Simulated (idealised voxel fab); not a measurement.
process module | voxel released beams
cross-section cut | 230 nm wide | cells 5 nm
A cross-section is a grid of square cells, given in bands from the top down. A band is one or more rows of cells.
Each band's line starts with the height of the band's top and of its bottom, in nm. Then come its materials from left to right, each with its width in nm. One material with "throughout" fills the band from edge to edge. "air" is empty space.
Height 0 is the level under which the wafer as received is all one material. The lowest band goes on downwards, as in "0 down".
A width such as "30 to 40" changes by the same amount from each row of cells to the next, from the band's top row to its bottom row.
"no change" after a step means that no cell of the cross-section changed.
closed voids: empty space of 8 cells or more with no open way to the top, each as width x height at its distance from the left edge, in nm
after a step's settings: what the simulator itself notes on the step
overlay nm, on a step with a mask: how far to the right of its planned place the mask lay; to the left if negative
plan
1 op RECEIVE | material Si
2 op CONFORMAL_DEP | material SiN | thk nm 5
3 op DIRECTIONAL_DEP | material SiO2 | thk nm 10
4 op DIRECTIONAL_DEP | material aC | thk nm 10
5 op PATTERN | tone open | mask id ANCHOR | material resist | width nm 45 | thk nm 30 | overlay nm 0
6 op DIRECTIONAL_ETCH | etch materials aC | depth nm 10
7 op STRIP | etch materials resist
8 op DIRECTIONAL_ETCH | etch materials SiO2 | depth nm 10
9 op STRIP | etch materials aC
10 op CONFORMAL_DEP | material TiN | thk nm 15
11 op PATTERN | tone cover | mask id BEAM | material resist | width nm 120 | thk nm 15 | overlay nm 0
12 op DIRECTIONAL_ETCH | etch materials TiN | depth nm 15
13 op STRIP | etch materials resist
14 op STRIP | etch materials SiO2
first wafer, as planned
as received, after step 1
  0 down: Si throughout
  closed voids: none
after step 2
  5 to 0: SiN throughout
  below 0: unchanged
after step 3
  15 to 5: SiO2 throughout
  below 5: unchanged
after step 4
  25 to 15: aC throughout
  below 15: unchanged
after step 5
  55 to 25: resist 55 | air 45 | resist 130
  below 25: unchanged
after step 6
  45 to 25: resist 55 | air 45 | resist 130
  25 to 15: aC 55 | air 45 | aC 130
  below 15: unchanged
after step 7
  25 to 15: aC 55 | air 45 | aC 130
  below 15: unchanged
after step 8
  25 to 15: aC 55 | air 45 | aC 130
  15 to 5: SiO2 55 | air 45 | SiO2 130
  below 5: unchanged
after step 9
  15 to 5: SiO2 55 | air 45 | SiO2 130
  below 5: unchanged
after step 10
  30 to 20: TiN 70 | air 15 | TiN 145
  20 to 15: TiN throughout
  15 to 5: SiO2 55 | TiN 45 | SiO2 130
  below 5: unchanged
after step 11
  45 to 30: air 50 | resist 120 | air 60
  30 to 20: TiN 70 | resist 15 | TiN 145
  below 20: unchanged
after step 12
  45 to 30: air 50 | resist 120 | air 60
  30 to 20: air 50 | TiN 20 | resist 15 | TiN 85 | air 60
  20 to 15: air 50 | TiN 120 | air 60
  below 15: unchanged
after step 13
  30 to 20: air 50 | TiN 20 | air 15 | TiN 85 | air 60
  below 20: unchanged
after step 14
  30 to 20: air 50 | TiN 20 | air 15 | TiN 85 | air 60
  20 to 15: air 50 | TiN 120 | air 60
  15 to 5: air 55 | TiN 45 | air 130
  below 5: unchanged
second wafer: like start, like plan, one mistake. Through step 3 it matches the first wafer
when step 4 should have ended
  25 to 15: TiN throughout
  below 15: unchanged
when step 5 should have ended
  55 to 25: resist 55 | air 45 | resist 130
  below 25: unchanged
when step 6 should have ended
  45 to 25: resist 55 | air 45 | resist 130
  below 25: unchanged
when step 7 should have ended
  25 to 15: TiN throughout
  below 15: unchanged
when step 8 should have ended: no change
when step 9 should have ended: no change
when step 10 should have ended
  40 to 15: TiN throughout
  below 15: unchanged
when step 11 should have ended
  55 to 40: air 50 | resist 120 | air 60
  below 40: unchanged
when step 12 should have ended
  55 to 40: air 50 | resist 120 | air 60
  40 to 25: air 50 | TiN 120 | air 60
  below 25: unchanged
when step 13 should have ended
  40 to 25: air 50 | TiN 120 | air 60
  below 25: unchanged
when step 14 should have ended: no change
what went wrong: step 4 ran as: op DIRECTIONAL_DEP | material TiN | thk nm 10
at the end the second wafer has, in cells: 92 more of SiO2 | 80 more of TiN
